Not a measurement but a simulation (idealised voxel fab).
Module name: voxel tone inversion (process module)
Each square cell in cross-section cut measures 5 nm, and the section as a whole is 190 nm wide.
Just so we're on the same page, the cross-sections are grids of square cells, and they're listed out in bands top to bottom, each band one or more rows deep. Look at the band entry: it leads with the top's height and the bottom's height in nm. Then it lists the materials left to right, with a width in nm for each. The word "edge to edge" on a single material says that material fills the band edge to edge. The word "empty" is empty space. The level at which height equals 0 is the one under which the wafer, as it arrives, is entirely one material. No lower edge exists for the bottom band, which continues downward and is notated as in "from 0 down". The notation "30..40" denotes a width that varies across the rows of cells in the band, beginning at the first number in the top row, finishing at the second number in the bottom row, and changing by an identical amount from each row to the next. Take "identical to before" at face value: in the step it is given for, the cross-section changed in none of its cells. "Entrapped voids" enumerates empty spaces isolated from the top, with no open way to it, that contain at least 8 cells, giving each as width x height at distance from the left edge, all three in nm. Heads up: the bit after the settings on a step's line is the simulator's remark on that step. "overlay nm", when on a step's line for a step with a mask, measures how far to the right of its planned place the mask lay; a negative measure means to the left.

The steps planned for the process are as follows
1) RECEIVE: material Si
2) CONFORMAL_DEP: material SiN, thk nm 5
3) DIRECTIONAL_DEP: material aC, thk nm 20
4) PATTERN: tone cover, mask id POSTS, material resist, width nm 25, pitch nm 50, thk nm 30, overlay nm 0
5) DIRECTIONAL_ETCH: etch materials aC, depth nm 20
6) STRIP: etch materials resist
7) FILL_DEP: material lowk, thk nm 10
8) CMP: height nm 25
9) STRIP: etch materials aC
10) CONFORMAL_DEP: material TiN, thk nm 5
11) FILL_DEP: material W, thk nm 10
12) CMP: height nm 25
13) CONFORMAL_DEP: material SiCN, thk nm 5

So this is the incoming wafer in cross-section - it's already been through step 1
* from 0 down | Si edge to edge
* Entrapped voids: none

Post-module cross-section: identical start and plan to those above, one misstep in execution
* from 30 to 25 | W edge to edge
* from 25 to 10 | lowk: 55 / TiN: 5 / W: 15 / TiN: 5 / lowk: 25 / TiN: 5 / W: 15 / TiN: 5 / lowk: 60
* from 10 to 5 | lowk: 55 / TiN: 25 / lowk: 25 / TiN: 25 / lowk: 60
* from 5 to 0 | SiN edge to edge
* from 0 down | Si edge to edge
* Entrapped voids: none
Error vs. plan: step 13 changed vs plan, executed as CONFORMAL_DEP: material W, thk nm 5
